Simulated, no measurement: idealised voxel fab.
Proc. module: voxel wiring stack
Shown is cross-section cut, with a width of 150 nm and square cells of size 5 nm.
Just so we're on the same page, the cross-sections are grids of square cells, and they're listed out in bands top to bottom, each band one or more rows deep.
Band entry format. Leading values: height of top, height of bottom, nm. Remainder: materials in left-to-right order, each with its width in nm. Special words: "all across" on a single material, which then fills the band edge to edge; "blank", empty space.
It should be noted that heights are counted from 0, beneath which the wafer as supplied is of one material throughout, and that the lowest band possesses no lower boundary but continues downward, as written in "0 down".
When a width is written as two numbers, as in "30 to 40", the first number is the width in the top row of cells of the band and the second is the width in its bottom row, and the width changes by the same amount from each row to the next.
"no modifications" -> step changed no cross-section cell.
If an empty space has no open way to the top and is at least 8 cells in size, "Fully sealed cavities" lists it, written width x height at distance, where distance is measured from the left edge and every value is in nm.
On a step's line, text after the settings is the simulator commenting on that step.
A step line may carry the setting "overlay nm", which, for steps involving a mask, states the distance by which the mask lay to the right of its intended position; negative values denote displacement to the left.
### Set out below are the planned steps of the process
| 1 | RECEIVE | material Si |
| 2 | CONFORMAL_DEP | material SiO2 | thk nm 10 |
| 3 | DIRECTIONAL_DEP | material TiN | thk nm 5 |
| 4 | DIRECTIONAL_DEP | material W | thk nm 20 |
| 5 | DIRECTIONAL_DEP | material aC | thk nm 15 |
| 6 | PATTERN | tone cover | mask id METAL_1 | material resist | width nm 30 | pitch nm 50 | thk nm 30 | overlay nm 0 |
| 7 | DIRECTIONAL_ETCH | etch materials aC | depth nm 15 |
| 8 | STRIP | etch materials resist |
| 9 | DIRECTIONAL_ETCH | etch materials W | depth nm 20 |
| 10 | DIRECTIONAL_ETCH | etch materials TiN | depth nm 5 |
| 11 | STRIP | etch materials aC |
| 12 | CONFORMAL_DEP | material SiCN | thk nm 5 |
| 13 | FILL_DEP | material SiO2 | thk nm 5 |
| 14 | CMP | height nm 35 |
| 15 | CONFORMAL_DEP | material SiCN | thk nm 5 |
| 16 | DIRECTIONAL_DEP | material lowk | thk nm 20 |
| 17 | MASKED_ETCH | tone open | mask id PLUG_1 | width nm 15 | etch materials lowk | depth nm 20 | overlay nm 0 |
| 18 | MASKED_ETCH | tone open | mask id PLUG_1 | width nm 15 | etch materials SiCN | depth nm 5 | overlay nm 0 |
| 19 | CONFORMAL_DEP | material TiN | thk nm 5 |
| 20 | FILL_DEP | material Cu | thk nm 5 |
| 21 | CMP | height nm 60 |
| 22 | CONFORMAL_DEP | material SiCN | thk nm 5 |
| 23 | DIRECTIONAL_DEP | material lowk | thk nm 20 |
| 24 | MASKED_ETCH | tone open | mask id METAL_2 | width nm 30 | pitch nm 50 | etch materials lowk | depth nm 20 | overlay nm 0 |
| 25 | MASKED_ETCH | tone open | mask id METAL_2 | width nm 30 | pitch nm 50 | etch materials SiCN | depth nm 5 | overlay nm 0 |
| 26 | CONFORMAL_DEP | material TiN | thk nm 5 |
| 27 | FILL_DEP | material Ru | thk nm 5 |
| 28 | CMP | height nm 85 |
| 29 | CONFORMAL_DEP | material SiCN | thk nm 5 |
| 30 | DIRECTIONAL_DEP | material SiO2 | thk nm 10 |
| 31 | PATTERN | tone open | mask id PLUG_2 | material resist | width nm 15 | pitch nm 50 | thk nm 20 | overlay nm 0 |
| 32 | DIRECTIONAL_ETCH | etch materials SiO2 | depth nm 10 |
| 33 | DIRECTIONAL_ETCH | etch materials SiCN | depth nm 5 |
| 34 | STRIP | etch materials resist |
| 35 | CONFORMAL_DEP | material TiN | thk nm 5 |
| 36 | FILL_DEP | material Ru | thk nm 10 |
| 37 | CMP | height nm 100 |
| 38 | CONFORMAL_DEP | material SiN | thk nm 5 |
| 39 | DIRECTIONAL_DEP | material SiO2 | thk nm 25 |
| 40 | PATTERN | tone open | mask id METAL_3 | material resist | width nm 30 | pitch nm 50 | thk nm 20 | overlay nm 0 |
| 41 | DIRECTIONAL_ETCH | etch materials SiO2 | depth nm 25 |
| 42 | DIRECTIONAL_ETCH | etch materials SiN | depth nm 5 |
| 43 | STRIP | etch materials resist |
| 44 | CONFORMAL_DEP | material TiN | thk nm 5 |
| 45 | FILL_DEP | material Cu | thk nm 5 |
| 46 | CMP | height nm 130 |
| 47 | CONFORMAL_DEP | material SiCN | thk nm 5 |
### Run as planned: first of two wafers
### Delivered wafer in cross-section: state after step 1
* 0 down  Si all across
* Fully sealed cavities: none
### The wafer, seen in cross-section, after step 2
* 10 to 0  SiO2 all across
* Below 0 it's all the same as before, nothing changed down there.
### The wafer, seen in cross-section, after step 3
* 15 to 10  TiN all across
* Below 10 it's all the same as before, nothing changed down there.
### The wafer, seen in cross-section, after step 4
* 35 to 15  W all across
* Below 15 it's all the same as before, nothing changed down there.
### The wafer, seen in cross-section, after step 5
* 50 to 35  aC all across
* Below 35 it's all the same as before, nothing changed down there.
### The wafer, seen in cross-section, after step 6
* 80 to 50  35 blank / 30 resist / 20 blank / 30 resist / 35 blank
* Below 50 it's all the same as before, nothing changed down there.
### The wafer, seen in cross-section, after step 7
* 65 to 50  35 blank / 30 resist / 20 blank / 30 resist / 35 blank
* 50 to 35  35 blank / 30 aC / 20 blank / 30 aC / 35 blank
* Below 35 it's all the same as before, nothing changed down there.
### The wafer, seen in cross-section, after step 8
* 50 to 35  35 blank / 30 aC / 20 blank / 30 aC / 35 blank
* Below 35 it's all the same as before, nothing changed down there.
### The wafer, seen in cross-section, after step 9
* 50 to 35  35 blank / 30 aC / 20 blank / 30 aC / 35 blank
* 35 to 15  35 blank / 30 W / 20 blank / 30 W / 35 blank
* Below 15 it's all the same as before, nothing changed down there.
### The wafer, seen in cross-section, after step 10
* 50 to 35  35 blank / 30 aC / 20 blank / 30 aC / 35 blank
* 35 to 15  35 blank / 30 W / 20 blank / 30 W / 35 blank
* 15 to 10  35 blank / 30 TiN / 20 blank / 30 TiN / 35 blank
* Below 10 it's all the same as before, nothing changed down there.
### The wafer, seen in cross-section, after step 11
* 35 to 15  35 blank / 30 W / 20 blank / 30 W / 35 blank
* Below 15 it's all the same as before, nothing changed down there.
### The wafer, seen in cross-section, after step 12
* 40 to 35  30 blank / 40 SiCN / 10 blank / 40 SiCN / 30 blank
* 35 to 15  30 blank / 5 SiCN / 30 W / 5 SiCN / 10 blank / 5 SiCN / 30 W / 5 SiCN / 30 blank
* 15 to 10  35 SiCN / 30 TiN / 20 SiCN / 30 TiN / 35 SiCN
* Below 10 it's all the same as before, nothing changed down there.
### The wafer, seen in cross-section, after step 13
* 45 to 40  SiO2 all across
* 40 to 35  30 SiO2 / 40 SiCN / 10 SiO2 / 40 SiCN / 30 SiO2
* 35 to 15  30 SiO2 / 5 SiCN / 30 W / 5 SiCN / 10 SiO2 / 5 SiCN / 30 W / 5 SiCN / 30 SiO2
* Below 15 it's all the same as before, nothing changed down there.
### The wafer, seen in cross-section, after step 14
* 35 to 15  30 SiO2 / 5 SiCN / 30 W / 5 SiCN / 10 SiO2 / 5 SiCN / 30 W / 5 SiCN / 30 SiO2
* Below 15 it's all the same as before, nothing changed down there.
### The wafer, seen in cross-section, after step 15
* 40 to 35  SiCN all across
* Below 35 it's all the same as before, nothing changed down there.
### The wafer, seen in cross-section, after step 16
* 60 to 40  lowk all across
* Below 40 it's all the same as before, nothing changed down there.
### The wafer, seen in cross-section, after step 17
* 60 to 40  35 lowk / 15 blank / 100 lowk
* Below 40 it's all the same as before, nothing changed down there.
### The wafer, seen in cross-section, after step 18
* 60 to 40  35 lowk / 15 blank / 100 lowk
* 40 to 35  35 SiCN / 15 blank / 100 SiCN
* Below 35 it's all the same as before, nothing changed down there.
### The wafer, seen in cross-section, after step 19
* 65 to 60  40 TiN / 5 blank / 105 TiN
* 60 to 40  35 lowk / 5 TiN / 5 blank / 5 TiN / 100 lowk
* 40 to 35  35 SiCN / 15 TiN / 100 SiCN
* Below 35 it's all the same as before, nothing changed down there.
### The wafer, seen in cross-section, after step 20
* 70 to 65  Cu all across
* 65 to 60  40 TiN / 5 Cu / 105 TiN
* 60 to 40  35 lowk / 5 TiN / 5 Cu / 5 TiN / 100 lowk
* Below 40 it's all the same as before, nothing changed down there.
### The wafer, seen in cross-section, after step 21
* 60 to 40  35 lowk / 5 TiN / 5 Cu / 5 TiN / 100 lowk
* Below 40 it's all the same as before, nothing changed down there.
### The wafer, seen in cross-section, after step 22
* 65 to 60  SiCN all across
* Below 60 it's all the same as before, nothing changed down there.
### The wafer, seen in cross-section, after step 23
* 85 to 65  lowk all across
* Below 65 it's all the same as before, nothing changed down there.
### The wafer, seen in cross-section, after step 24
* 85 to 65  35 lowk / 30 blank / 20 lowk / 30 blank / 35 lowk
* Below 65 it's all the same as before, nothing changed down there.
### The wafer, seen in cross-section, after step 25
* 85 to 65  35 lowk / 30 blank / 20 lowk / 30 blank / 35 lowk
* 65 to 60  35 SiCN / 30 blank / 20 SiCN / 30 blank / 35 SiCN
* Below 60 it's all the same as before, nothing changed down there.
### The wafer, seen in cross-section, after step 26
* 90 to 85  40 TiN / 20 blank / 30 TiN / 20 blank / 40 TiN
* 85 to 65  35 lowk / 5 TiN / 20 blank / 5 TiN / 20 lowk / 5 TiN / 20 blank / 5 TiN / 35 lowk
* 65 to 60  35 SiCN / 30 TiN / 20 SiCN / 30 TiN / 35 SiCN
* Below 60 it's all the same as before, nothing changed down there.
### The wafer, seen in cross-section, after step 27
* 95 to 90  Ru all across
* 90 to 85  40 TiN / 20 Ru / 30 TiN / 20 Ru / 40 TiN
* 85 to 65  35 lowk / 5 TiN / 20 Ru / 5 TiN / 20 lowk / 5 TiN / 20 Ru / 5 TiN / 35 lowk
* Below 65 it's all the same as before, nothing changed down there.
### The wafer, seen in cross-section, after step 28
* 85 to 65  35 lowk / 5 TiN / 20 Ru / 5 TiN / 20 lowk / 5 TiN / 20 Ru / 5 TiN / 35 lowk
* Below 65 it's all the same as before, nothing changed down there.
### The wafer, seen in cross-section, after step 29
* 90 to 85  SiCN all across
* Below 85 it's all the same as before, nothing changed down there.
### The wafer, seen in cross-section, after step 30
* 100 to 90  SiO2 all across
* Below 90 it's all the same as before, nothing changed down there.
### The wafer, seen in cross-section, after step 31
* 120 to 100  35 resist / 15 blank / 35 resist / 15 blank / 50 resist
* Below 100 it's all the same as before, nothing changed down there.
### The wafer, seen in cross-section, after step 32
* 120 to 100  35 resist / 15 blank / 35 resist / 15 blank / 50 resist
* 100 to 90  35 SiO2 / 15 blank / 35 SiO2 / 15 blank / 50 SiO2
* Below 90 it's all the same as before, nothing changed down there.
### The wafer, seen in cross-section, after step 33
* 120 to 100  35 resist / 15 blank / 35 resist / 15 blank / 50 resist
* 100 to 90  35 SiO2 / 15 blank / 35 SiO2 / 15 blank / 50 SiO2
* 90 to 85  35 SiCN / 15 blank / 35 SiCN / 15 blank / 50 SiCN
* Below 85 it's all the same as before, nothing changed down there.
### The wafer, seen in cross-section, after step 34
* 100 to 90  35 SiO2 / 15 blank / 35 SiO2 / 15 blank / 50 SiO2
* Below 90 it's all the same as before, nothing changed down there.
### The wafer, seen in cross-section, after step 35
* 105 to 100  40 TiN / 5 blank / 45 TiN / 5 blank / 55 TiN
* 100 to 90  35 SiO2 / 5 TiN / 5 blank / 5 TiN / 35 SiO2 / 5 TiN / 5 blank / 5 TiN / 50 SiO2
* 90 to 85  35 SiCN / 15 TiN / 35 SiCN / 15 TiN / 50 SiCN
* Below 85 it's all the same as before, nothing changed down there.
### The wafer, seen in cross-section, after step 36
* 115 to 105  Ru all across
* 105 to 100  40 TiN / 5 Ru / 45 TiN / 5 Ru / 55 TiN
* 100 to 90  35 SiO2 / 5 TiN / 5 Ru / 5 TiN / 35 SiO2 / 5 TiN / 5 Ru / 5 TiN / 50 SiO2
* Below 90 it's all the same as before, nothing changed down there.
### The wafer, seen in cross-section, after step 37
* 100 to 90  35 SiO2 / 5 TiN / 5 Ru / 5 TiN / 35 SiO2 / 5 TiN / 5 Ru / 5 TiN / 50 SiO2
* Below 90 it's all the same as before, nothing changed down there.
### The wafer, seen in cross-section, after step 38
* 105 to 100  SiN all across
* Below 100 it's all the same as before, nothing changed down there.
### The wafer, seen in cross-section, after step 39
* 130 to 105  SiO2 all across
* Below 105 it's all the same as before, nothing changed down there.
### The wafer, seen in cross-section, after step 40
* 150 to 130  35 resist / 30 blank / 20 resist / 30 blank / 35 resist
* Below 130 it's all the same as before, nothing changed down there.
### The wafer, seen in cross-section, after step 41
* 150 to 130  35 resist / 30 blank / 20 resist / 30 blank / 35 resist
* 130 to 105  35 SiO2 / 30 blank / 20 SiO2 / 30 blank / 35 SiO2
* Below 105 it's all the same as before, nothing changed down there.
### The wafer, seen in cross-section, after step 42
* 150 to 130  35 resist / 30 blank / 20 resist / 30 blank / 35 resist
* 130 to 105  35 SiO2 / 30 blank / 20 SiO2 / 30 blank / 35 SiO2
* 105 to 100  35 SiN / 30 blank / 20 SiN / 30 blank / 35 SiN
* Below 100 it's all the same as before, nothing changed down there.
### The wafer, seen in cross-section, after step 43
* 130 to 105  35 SiO2 / 30 blank / 20 SiO2 / 30 blank / 35 SiO2
* Below 105 it's all the same as before, nothing changed down there.
### The wafer, seen in cross-section, after step 44
* 135 to 130  40 TiN / 20 blank / 30 TiN / 20 blank / 40 TiN
* 130 to 105  35 SiO2 / 5 TiN / 20 blank / 5 TiN / 20 SiO2 / 5 TiN / 20 blank / 5 TiN / 35 SiO2
* 105 to 100  35 SiN / 30 TiN / 20 SiN / 30 TiN / 35 SiN
* Below 100 it's all the same as before, nothing changed down there.
### The wafer, seen in cross-section, after step 45
* 140 to 135  Cu all across
* 135 to 130  40 TiN / 20 Cu / 30 TiN / 20 Cu / 40 TiN
* 130 to 105  35 SiO2 / 5 TiN / 20 Cu / 5 TiN / 20 SiO2 / 5 TiN / 20 Cu / 5 TiN / 35 SiO2
* Below 105 it's all the same as before, nothing changed down there.
### The wafer, seen in cross-section, after step 46
* 130 to 105  35 SiO2 / 5 TiN / 20 Cu / 5 TiN / 20 SiO2 / 5 TiN / 20 Cu / 5 TiN / 35 SiO2
* Below 105 it's all the same as before, nothing changed down there.
### The wafer, seen in cross-section, after step 47
* 135 to 130  SiCN all across
* Below 130 it's all the same as before, nothing changed down there.
### Second wafer, same starting state and plan as the first, one mistake in the run, identical through step 30
### Second wafer, sectioned view, at step 31's planned end time
* 120 to 100  35 blank / 15 resist / 35 blank / 15 resist / 50 blank
* Below 100 it's all the same as before, nothing changed down there.
### Second wafer, sectioned view, at step 32's planned end time
* 120 to 100  35 blank / 15 resist / 35 blank / 15 resist / 50 blank
* 100 to 90  35 blank / 15 SiO2 / 35 blank / 15 SiO2 / 50 blank
* Below 90 it's all the same as before, nothing changed down there.
### Second wafer, sectioned view, at step 33's planned end time
* 120 to 100  35 blank / 15 resist / 35 blank / 15 resist / 50 blank
* 100 to 90  35 blank / 15 SiO2 / 35 blank / 15 SiO2 / 50 blank
* 90 to 85  35 blank / 15 SiCN / 35 blank / 15 SiCN / 50 blank
* Below 85 it's all the same as before, nothing changed down there.
### Second wafer, sectioned view, at step 34's planned end time
* 100 to 90  35 blank / 15 SiO2 / 35 blank / 15 SiO2 / 50 blank
* Below 90 it's all the same as before, nothing changed down there.
### Second wafer, sectioned view, at step 35's planned end time
* 105 to 100  30 blank / 25 TiN / 25 blank / 25 TiN / 45 blank
* 100 to 90  30 blank / 5 TiN / 15 SiO2 / 5 TiN / 25 blank / 5 TiN / 15 SiO2 / 5 TiN / 45 blank
* 90 to 85  35 TiN / 15 SiCN / 35 TiN / 15 SiCN / 50 TiN
* Below 85 it's all the same as before, nothing changed down there.
### Second wafer, sectioned view, at step 36's planned end time
* 115 to 105  Ru all across
* 105 to 100  30 Ru / 25 TiN / 25 Ru / 25 TiN / 45 Ru
* 100 to 90  30 Ru / 5 TiN / 15 SiO2 / 5 TiN / 25 Ru / 5 TiN / 15 SiO2 / 5 TiN / 45 Ru
* Below 90 it's all the same as before, nothing changed down there.
### Second wafer, sectioned view, at step 37's planned end time
* 100 to 90  30 Ru / 5 TiN / 15 SiO2 / 5 TiN / 25 Ru / 5 TiN / 15 SiO2 / 5 TiN / 45 Ru
* Below 90 it's all the same as before, nothing changed down there.
### Second wafer, sectioned view, at step 38's planned end time
* 105 to 100  SiN all across
* Below 100 it's all the same as before, nothing changed down there.
### Second wafer, sectioned view, at step 39's planned end time
* 130 to 105  SiO2 all across
* Below 105 it's all the same as before, nothing changed down there.
### Second wafer, sectioned view, at step 40's planned end time
* 150 to 130  35 resist / 30 blank / 20 resist / 30 blank / 35 resist
* Below 130 it's all the same as before, nothing changed down there.
### Second wafer, sectioned view, at step 41's planned end time
* 150 to 130  35 resist / 30 blank / 20 resist / 30 blank / 35 resist
* 130 to 105  35 SiO2 / 30 blank / 20 SiO2 / 30 blank / 35 SiO2
* Below 105 it's all the same as before, nothing changed down there.
### Second wafer, sectioned view, at step 42's planned end time
* 150 to 130  35 resist / 30 blank / 20 resist / 30 blank / 35 resist
* 130 to 105  35 SiO2 / 30 blank / 20 SiO2 / 30 blank / 35 SiO2
* 105 to 100  35 SiN / 30 blank / 20 SiN / 30 blank / 35 SiN
* Below 100 it's all the same as before, nothing changed down there.
### Second wafer, sectioned view, at step 43's planned end time
* 130 to 105  35 SiO2 / 30 blank / 20 SiO2 / 30 blank / 35 SiO2
* Below 105 it's all the same as before, nothing changed down there.
### Second wafer, sectioned view, at step 44's planned end time
* 135 to 130  40 TiN / 20 blank / 30 TiN / 20 blank / 40 TiN
* 130 to 105  35 SiO2 / 5 TiN / 20 blank / 5 TiN / 20 SiO2 / 5 TiN / 20 blank / 5 TiN / 35 SiO2
* 105 to 100  35 SiN / 30 TiN / 20 SiN / 30 TiN / 35 SiN
* Below 100 it's all the same as before, nothing changed down there.
### Second wafer, sectioned view, at step 45's planned end time
* 140 to 135  Cu all across
* 135 to 130  40 TiN / 20 Cu / 30 TiN / 20 Cu / 40 TiN
* 130 to 105  35 SiO2 / 5 TiN / 20 Cu / 5 TiN / 20 SiO2 / 5 TiN / 20 Cu / 5 TiN / 35 SiO2
* Below 105 it's all the same as before, nothing changed down there.
### Second wafer, sectioned view, at step 46's planned end time
* 130 to 105  35 SiO2 / 5 TiN / 20 Cu / 5 TiN / 20 SiO2 / 5 TiN / 20 Cu / 5 TiN / 35 SiO2
* Below 105 it's all the same as before, nothing changed down there.
### Second wafer, sectioned view, at step 47's planned end time
* 135 to 130  SiCN all across
* Below 130 it's all the same as before, nothing changed down there.
So what did we get wrong on this run? in deviation from the planned setting, step 31 was conducted as PATTERN | tone cover | mask id PLUG_2 | material resist | width nm 15 | pitch nm 50 | thk nm 20 | overlay nm 0
Wrapping up, a cell-based count of both wafers puts the second over or under the first for these materials: Ru +36 | SiCN -18 | SiO2 -36 | TiN +18
